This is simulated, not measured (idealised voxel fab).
Proc. module: voxel ribs on slabs
Cross-sectional view cut (width: 275 nm; square cell size: 5 nm).
Cross-sections here: square-cell grids, written as top-down lists of bands, a band being one or more rows of cells. In this notation a band is specified by the heights of its top and bottom, in that order and in nm, after which its materials appear from left to right, each paired with its width in nm. The word "throughout" attached to a single material means that material fills the band from edge to edge; the word "blank" stands for empty space. Basically, 0 is our baseline, since under it the wafer straight out of the box is all one material. The bottom band has no lower end and keeps on going down, so it looks like "z 0 and below". A width such as "30->40" changes by the same amount from each row of cells to the next, from the band's top row to its bottom row. It should be understood that the words "nothing altered", when stated for a given step, signify that the cross-section underwent no change in any of its cells during that step. Closed-off voids of 8+ cells (no open route to the top) go in "Entrapped void list", written width x height at distance from the left edge, in nm. It should be noted that, on the line of a given step, the content following the step's settings is a remark produced by the simulator itself with respect to that step. What "overlay nm" on a step's line means: if the step has a mask, that mask lay this far to the right of its planned place, or, when the value is negative, to the left.
# So here's the lineup of process steps we planned
1. op RECEIVE | material Si
2. op DIRECTIONAL_DEP | material SiO2 | thk nm 25
3. op DIRECTIONAL_DEP | material SiN | thk nm 15
4. op MASKED_ETCH | tone cover | mask id RIB | width nm 15 | etch materials SiN | depth nm 10 | overlay nm 0
5. op PATTERN | tone cover | mask id SLAB | material resist | width nm 55 | thk nm 20 | overlay nm 0
6. op DIRECTIONAL_ETCH | etch materials SiN | depth nm 5
7. op STRIP | etch materials resist
8. op FILL_DEP | material SiO2 | thk nm 15
9. op CMP | height nm 50
10. op DIRECTIONAL_DEP | material TiN | thk nm 10
11. op PATTERN | tone cover | mask id HEATER | material resist | width nm 25 | thk nm 15 | overlay nm 0
12. op DIRECTIONAL_ETCH | etch materials TiN | depth nm 10
13. op STRIP | etch materials resist
14. op CONFORMAL_DEP | material SiN | thk nm 5
# So this is the incoming wafer in cross-section - it's already been through step 1
	z 0 and below  Si throughout
	Entrapped void list: none
# Same starting wafer, same plan as above, one mistake in the execution; this is the cross-section at the end of the module
	z 60 to 50  125 blank; 25 TiN; 125 blank
	z 50 to 40  SiO2 throughout
	z 40 to 30  130 SiO2; 15 SiN; 130 SiO2
	z 30 to 25  110 SiO2; 55 SiN; 110 SiO2
	z 25 to 0  SiO2 throughout
	z 0 and below  Si throughout
	Entrapped void list: none
Processing error: with respect to the plan, step 14 was omitted and not executed
